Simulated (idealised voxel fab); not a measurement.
process module | voxel capacitor over wiring
cross-section cut | 180 nm wide | cells 5 nm
A cross-section is a grid of square cells, given in bands from the top down. A band is one or more rows of cells.
Each band's line starts with the height of the band's top and of its bottom, in nm. Then come its materials from left to right, each with its width in nm. One material with "throughout" fills the band from edge to edge. "air" is empty space.
Height 0 is the level under which the wafer as received is all one material. The lowest band goes on downwards, as in "0 down".
A width such as "30 to 40" changes by the same amount from each row of cells to the next, from the band's top row to its bottom row.
"no change" after a step means that no cell of the cross-section changed.
closed voids: empty space of 8 cells or more with no open way to the top, each as width x height at its distance from the left edge, in nm
after a step's settings: what the simulator itself notes on the step
overlay nm, on a step with a mask: how far to the right of its planned place the mask lay; to the left if negative
plan
1 op RECEIVE | material Si
2 op CONFORMAL_DEP | material SiO2 | thk nm 10
3 op CONFORMAL_DEP | material SiCN | thk nm 5
4 op DIRECTIONAL_DEP | material lowk | thk nm 20
5 op MASKED_ETCH | tone open | mask id METAL_1 | width nm 25 | pitch nm 95 | etch materials lowk | depth nm 20 | overlay nm 0
6 op MASKED_ETCH | tone open | mask id METAL_1 | width nm 25 | pitch nm 95 | etch materials SiCN | depth nm 5 | overlay nm 0
7 op CONFORMAL_DEP | material TiN | thk nm 5
8 op FILL_DEP | material Cu | thk nm 5
9 op CMP | height nm 35
10 op CONFORMAL_DEP | material SiCN | thk nm 5
11 op DIRECTIONAL_DEP | material SiO2 | thk nm 20
12 op MASKED_ETCH | tone open | mask id PLUG_1 | width nm 15 | etch materials SiO2 | depth nm 20 | overlay nm 0
13 op MASKED_ETCH | tone open | mask id PLUG_1 | width nm 15 | etch materials SiCN | depth nm 5 | overlay nm 0
14 op CONFORMAL_DEP | material TiN | thk nm 5
15 op FILL_DEP | material W | thk nm 10
16 op CMP | height nm 60
17 op DIRECTIONAL_DEP | material TiN | thk nm 10
18 op DIRECTIONAL_DEP | material SiN | thk nm 5
19 op DIRECTIONAL_DEP | material TiN | thk nm 5
20 op DIRECTIONAL_DEP | material aC | thk nm 15
21 op PATTERN | tone cover | mask id UPPER_PLATE | material resist | width nm 75 | thk nm 30 | overlay nm 0
22 op DIRECTIONAL_ETCH | etch materials aC | depth nm 15
23 op STRIP | etch materials resist
24 op DIRECTIONAL_ETCH | etch materials TiN | depth nm 5
25 op DIRECTIONAL_ETCH | etch materials SiN | depth nm 5
26 op STRIP | etch materials aC
27 op PATTERN | tone cover | mask id LOWER_PLATE | material resist | width nm 85 | thk nm 15 | overlay nm 0
28 op DIRECTIONAL_ETCH | etch materials TiN | depth nm 10
29 op STRIP | etch materials resist
30 op FILL_DEP | material SiO2 | thk nm 15
31 op CMP | height nm 90
32 op DIRECTIONAL_DEP | material aC | thk nm 15
33 op PATTERN | tone open | mask id PLUG_2 | material resist | width nm 15 | thk nm 35 | overlay nm 0
34 op DIRECTIONAL_ETCH | etch materials aC | depth nm 15
35 op STRIP | etch materials resist
36 op DIRECTIONAL_ETCH | etch materials SiO2 | depth nm 10
37 op STRIP | etch materials aC
38 op CONFORMAL_DEP | material TiN | thk nm 5
39 op FILL_DEP | material W | thk nm 10
40 op CMP | height nm 90
41 op CONFORMAL_DEP | material SiCN | thk nm 5
first wafer, as planned
as received, after step 1
  0 down: Si throughout
  closed voids: none
after step 2
  10 to 0: SiO2 throughout
  below 0: unchanged
after step 3
  15 to 10: SiCN throughout
  below 10: unchanged
after step 4
  35 to 15: lowk throughout
  below 15: unchanged
after step 5
  35 to 15: lowk 30 | air 25 | lowk 70 | air 25 | lowk 30
  below 15: unchanged
after step 6
  35 to 15: lowk 30 | air 25 | lowk 70 | air 25 | lowk 30
  15 to 10: SiCN 30 | air 25 | SiCN 70 | air 25 | SiCN 30
  below 10: unchanged
after step 7
  40 to 35: TiN 35 | air 15 | TiN 80 | air 15 | TiN 35
  35 to 15: lowk 30 | TiN 5 | air 15 | TiN 5 | lowk 70 | TiN 5 | air 15 | TiN 5 | lowk 30
  15 to 10: SiCN 30 | TiN 25 | SiCN 70 | TiN 25 | SiCN 30
  below 10: unchanged
after step 8
  45 to 40: Cu throughout
  40 to 35: TiN 35 | Cu 15 | TiN 80 | Cu 15 | TiN 35
  35 to 15: lowk 30 | TiN 5 | Cu 15 | TiN 5 | lowk 70 | TiN 5 | Cu 15 | TiN 5 | lowk 30
  below 15: unchanged
after step 9
  35 to 15: lowk 30 | TiN 5 | Cu 15 | TiN 5 | lowk 70 | TiN 5 | Cu 15 | TiN 5 | lowk 30
  below 15: unchanged
after step 10
  40 to 35: SiCN throughout
  below 35: unchanged
after step 11
  60 to 40: SiO2 throughout
  below 40: unchanged
after step 12
  60 to 40: SiO2 40 | air 15 | SiO2 125
  below 40: unchanged
after step 13
  60 to 40: SiO2 40 | air 15 | SiO2 125
  40 to 35: SiCN 40 | air 15 | SiCN 125
  below 35: unchanged
after step 14
  65 to 60: TiN 45 | air 5 | TiN 130
  60 to 40: SiO2 40 | TiN 5 | air 5 | TiN 5 | SiO2 125
  40 to 35: SiCN 40 | TiN 15 | SiCN 125
  below 35: unchanged
after step 15
  75 to 65: W throughout
  65 to 60: TiN 45 | W 5 | TiN 130
  60 to 40: SiO2 40 | TiN 5 | W 5 | TiN 5 | SiO2 125
  below 40: unchanged
after step 16
  60 to 40: SiO2 40 | TiN 5 | W 5 | TiN 5 | SiO2 125
  below 40: unchanged
after step 17
  70 to 60: TiN throughout
  below 60: unchanged
after step 18
  75 to 70: SiN throughout
  below 70: unchanged
after step 19
  80 to 75: TiN throughout
  below 75: unchanged
after step 20
  95 to 80: aC throughout
  below 80: unchanged
after step 21
  125 to 95: air 40 | resist 75 | air 65
  below 95: unchanged
after step 22
  110 to 95: air 40 | resist 75 | air 65
  95 to 80: air 40 | aC 75 | air 65
  below 80: unchanged
after step 23
  95 to 80: air 40 | aC 75 | air 65
  below 80: unchanged
after step 24
  95 to 80: air 40 | aC 75 | air 65
  80 to 75: air 40 | TiN 75 | air 65
  below 75: unchanged
after step 25
  95 to 80: air 40 | aC 75 | air 65
  80 to 75: air 40 | TiN 75 | air 65
  75 to 70: air 40 | SiN 75 | air 65
  below 70: unchanged
after step 26
  80 to 75: air 40 | TiN 75 | air 65
  below 75: unchanged
after step 27
  95 to 80: air 35 | resist 85 | air 60
  80 to 75: air 35 | resist 5 | TiN 75 | resist 5 | air 60
  75 to 70: air 35 | resist 5 | SiN 75 | resist 5 | air 60
  below 70: unchanged
after step 28
  95 to 80: air 35 | resist 85 | air 60
  80 to 75: air 35 | resist 5 | TiN 75 | resist 5 | air 60
  75 to 70: air 35 | resist 5 | SiN 75 | resist 5 | air 60
  70 to 60: air 35 | TiN 85 | air 60
  below 60: unchanged
after step 29
  80 to 75: air 40 | TiN 75 | air 65
  75 to 70: air 40 | SiN 75 | air 65
  below 70: unchanged
after step 30
  95 to 80: SiO2 throughout
  80 to 75: SiO2 40 | TiN 75 | SiO2 65
  75 to 70: SiO2 40 | SiN 75 | SiO2 65
  70 to 60: SiO2 35 | TiN 85 | SiO2 60
  below 60: unchanged
after step 31
  90 to 80: SiO2 throughout
  below 80: unchanged
after step 32
  105 to 90: aC throughout
  below 90: unchanged
after step 33
  140 to 105: resist 50 | air 15 | resist 115
  below 105: unchanged
after step 34
  125 to 105: resist 50 | air 15 | resist 115
  105 to 90: aC 50 | air 15 | aC 115
  below 90: unchanged
after step 35
  105 to 90: aC 50 | air 15 | aC 115
  below 90: unchanged
after step 36
  105 to 90: aC 50 | air 15 | aC 115
  90 to 80: SiO2 50 | air 15 | SiO2 115
  below 80: unchanged
after step 37
  90 to 80: SiO2 50 | air 15 | SiO2 115
  below 80: unchanged
after step 38
  95 to 90: TiN 55 | air 5 | TiN 120
  90 to 85: SiO2 50 | TiN 5 | air 5 | TiN 5 | SiO2 115
  85 to 75: SiO2 50 to 40 | TiN 15 to 75 | SiO2 115 to 65
  below 75: unchanged
after step 39
  105 to 95: W throughout
  95 to 90: TiN 55 | W 5 | TiN 120
  90 to 85: SiO2 50 | TiN 5 | W 5 | TiN 5 | SiO2 115
  below 85: unchanged
after step 40
  90 to 85: SiO2 50 | TiN 5 | W 5 | TiN 5 | SiO2 115
  below 85: unchanged
after step 41
  95 to 90: SiCN throughout
  below 90: unchanged
second wafer: like start, like plan, one mistake. Through step 17 it matches the first wafer
when step 18 should have ended: no change
when step 19 should have ended
  75 to 60: TiN throughout
  below 60: unchanged
when step 20 should have ended
  90 to 75: aC throughout
  below 75: unchanged
when step 21 should have ended
  120 to 90: air 40 | resist 75 | air 65
  below 90: unchanged
when step 22 should have ended
  105 to 90: air 40 | resist 75 | air 65
  90 to 75: air 40 | aC 75 | air 65
  below 75: unchanged
when step 23 should have ended
  90 to 75: air 40 | aC 75 | air 65
  below 75: unchanged
when step 24 should have ended
  90 to 75: air 40 | aC 75 | air 65
  75 to 70: air 40 | TiN 75 | air 65
  below 70: unchanged
when step 25 should have ended: no change
when step 26 should have ended
  75 to 70: air 40 | TiN 75 | air 65
  below 70: unchanged
when step 27 should have ended
  90 to 75: air 35 | resist 85 | air 60
  75 to 70: air 35 | resist 5 | TiN 75 | resist 5 | air 60
  below 70: unchanged
when step 28 should have ended
  90 to 75: air 35 | resist 85 | air 60
  75 to 70: air 35 | resist 5 | TiN 75 | resist 5 | air 60
  70 to 60: air 35 | TiN 85 | air 60
  below 60: unchanged
when step 29 should have ended
  75 to 70: air 40 | TiN 75 | air 65
  below 70: unchanged
when step 30 should have ended
  90 to 75: SiO2 throughout
  75 to 70: SiO2 40 | TiN 75 | SiO2 65
  70 to 60: SiO2 35 | TiN 85 | SiO2 60
  below 60: unchanged
when step 31 should have ended: no change
when step 32 should have ended
  105 to 90: aC throughout
  below 90: unchanged
when step 33 should have ended
  140 to 105: resist 50 | air 15 | resist 115
  below 105: unchanged
when step 34 should have ended
  125 to 105: resist 50 | air 15 | resist 115
  105 to 90: aC 50 | air 15 | aC 115
  below 90: unchanged
when step 35 should have ended
  105 to 90: aC 50 | air 15 | aC 115
  below 90: unchanged
when step 36 should have ended
  105 to 90: aC 50 | air 15 | aC 115
  90 to 80: SiO2 50 | air 15 | SiO2 115
  below 80: unchanged
when step 37 should have ended
  90 to 80: SiO2 50 | air 15 | SiO2 115
  below 80: unchanged
when step 38 should have ended
  95 to 90: TiN 55 | air 5 | TiN 120
  90 to 85: SiO2 50 | TiN 5 | air 5 | TiN 5 | SiO2 115
  85 to 80: SiO2 50 | TiN 15 | SiO2 115
  below 80: unchanged
when step 39 should have ended
  105 to 95: W throughout
  95 to 90: TiN 55 | W 5 | TiN 120
  90 to 85: SiO2 50 | TiN 5 | W 5 | TiN 5 | SiO2 115
  below 85: unchanged
when step 40 should have ended
  90 to 85: SiO2 50 | TiN 5 | W 5 | TiN 5 | SiO2 115
  below 85: unchanged
when step 41 should have ended
  95 to 90: SiCN throughout
  below 90: unchanged
what went wrong: step 18 was left out
at the end the second wafer has, in cells: 15 fewer of SiN | 15 more of SiO2
